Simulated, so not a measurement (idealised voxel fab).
process module | voxel capacitor over wiring
cross-section cut | 225 nm wide | cells 5 nm
A cross-section is a grid of square cells, given in bands from the top down. A band is one or more rows of cells.
Each band's line starts with the height of the band's top and of its bottom, in nm. Then come its materials from left to right, each with its width in nm. One material with "throughout" fills the band from edge to edge. "air" is empty space.
Height 0 is the level under which the wafer as received is all one material. The lowest band goes on downwards, as in "0 down".
A width such as "30 to 40" changes by the same amount from each row of cells to the next, from the band's top row to its bottom row.
"no change" after a step means that no cell of the cross-section changed.
closed voids: empty space of 8 cells or more with no open way to the top, each as width x height at its distance from the left edge, in nm
after a step's settings: what the simulator itself notes on the step
overlay nm, on a step with a mask: how far to the right of its planned place the mask lay; to the left if negative
plan
1 op RECEIVE | material Si
2 op CONFORMAL_DEP | material SiO2 | thk nm 15
3 op DIRECTIONAL_DEP | material TiN | thk nm 5
4 op DIRECTIONAL_DEP | material W | thk nm 15
5 op MASKED_ETCH | tone cover | mask id METAL_1 | width nm 25 | pitch nm 95 | etch materials W | depth nm 15 | overlay nm 0
6 op MASKED_ETCH | tone cover | mask id METAL_1 | width nm 25 | pitch nm 95 | etch materials TiN | depth nm 5 | overlay nm 0
7 op CONFORMAL_DEP | material SiCN | thk nm 5
8 op FILL_DEP | material lowk | thk nm 5
9 op CMP | height nm 35
10 op CONFORMAL_DEP | material SiCN | thk nm 5
11 op DIRECTIONAL_DEP | material lowk | thk nm 15
12 op PATTERN | tone open | mask id PLUG_1 | material resist | width nm 15 | thk nm 20 | overlay nm 0
13 op DIRECTIONAL_ETCH | etch materials lowk | depth nm 15
14 op DIRECTIONAL_ETCH | etch materials SiCN | depth nm 5
15 op STRIP | etch materials resist
16 op CONFORMAL_DEP | material TiN | thk nm 5
17 op FILL_DEP | material Ru | thk nm 10
18 op CMP | height nm 55
19 op DIRECTIONAL_DEP | material TiN | thk nm 5
20 op DIRECTIONAL_DEP | material SiN | thk nm 5
21 op DIRECTIONAL_DEP | material TiN | thk nm 5
22 op PATTERN | tone cover | mask id UPPER_PLATE | material resist | width nm 75 | thk nm 15 | overlay nm 0
23 op DIRECTIONAL_ETCH | etch materials TiN | depth nm 5
24 op DIRECTIONAL_ETCH | etch materials SiN | depth nm 5
25 op STRIP | etch materials resist
26 op MASKED_ETCH | tone cover | mask id LOWER_PLATE | width nm 85 | etch materials TiN | depth nm 5 | overlay nm 0
27 op FILL_DEP | material SiO2 | thk nm 20
28 op CMP | height nm 85
29 op MASKED_ETCH | tone open | mask id PLUG_2 | width nm 15 | etch materials SiO2 | depth nm 15 | overlay nm 0
30 op CONFORMAL_DEP | material TiN | thk nm 5
31 op FILL_DEP | material Ru | thk nm 10
32 op CMP | height nm 85
33 op CONFORMAL_DEP | material SiN | thk nm 5
as received, after step 1
  0 down: Si throughout
  closed voids: none
first wafer at the end, as planned
  90 to 85: SiN throughout
  85 to 75: SiO2 70 | TiN 5 | Ru 5 | TiN 5 | SiO2 140
  75 to 65: SiO2 70 to 60 | TiN 15 to 75 | SiO2 140 to 90
  65 to 60: SiO2 60 | SiN 75 | SiO2 90
  60 to 55: SiO2 55 | TiN 85 | SiO2 85
  55 to 40: lowk 60 | TiN 5 | Ru 5 | TiN 5 | lowk 150
  40 to 35: SiCN 60 | TiN 15 | SiCN 150
  35 to 20: lowk 45 | SiCN 5 | W 25 | SiCN 5 | lowk 60 | SiCN 5 | W 25 | SiCN 5 | lowk 50
  20 to 15: SiCN 50 | TiN 25 | SiCN 70 | TiN 25 | SiCN 55
  15 to 0: SiO2 throughout
  0 down: Si throughout
  closed voids: none
second wafer at the end: like start, like plan, one mistake
  90 to 85: SiN throughout
  85 to 75: SiO2 70 | TiN 5 | Ru 5 | TiN 5 | SiO2 140
  75 to 65: SiO2 70 to 60 | TiN 15 to 75 | SiO2 140 to 90
  65 to 60: SiO2 60 | SiN 75 | SiO2 90
  60 to 55: SiO2 55 | TiN 85 | SiO2 85
  55 to 40: lowk 60 | TiN 5 | Ru 5 | TiN 5 | lowk 150
  40 to 35: SiCN 60 | TiN 15 | SiCN 150
  35 to 30: SiCN 50 | TiN 25 | SiCN 70 | TiN 25 | SiCN 55
  30 to 0: SiO2 throughout
  0 down: Si throughout
  closed voids: none
what went wrong: step 2 was run twice
at the end the second wafer has, in cells: 12 fewer of SiCN | 135 more of SiO2 | 30 fewer of W | 93 fewer of lowk
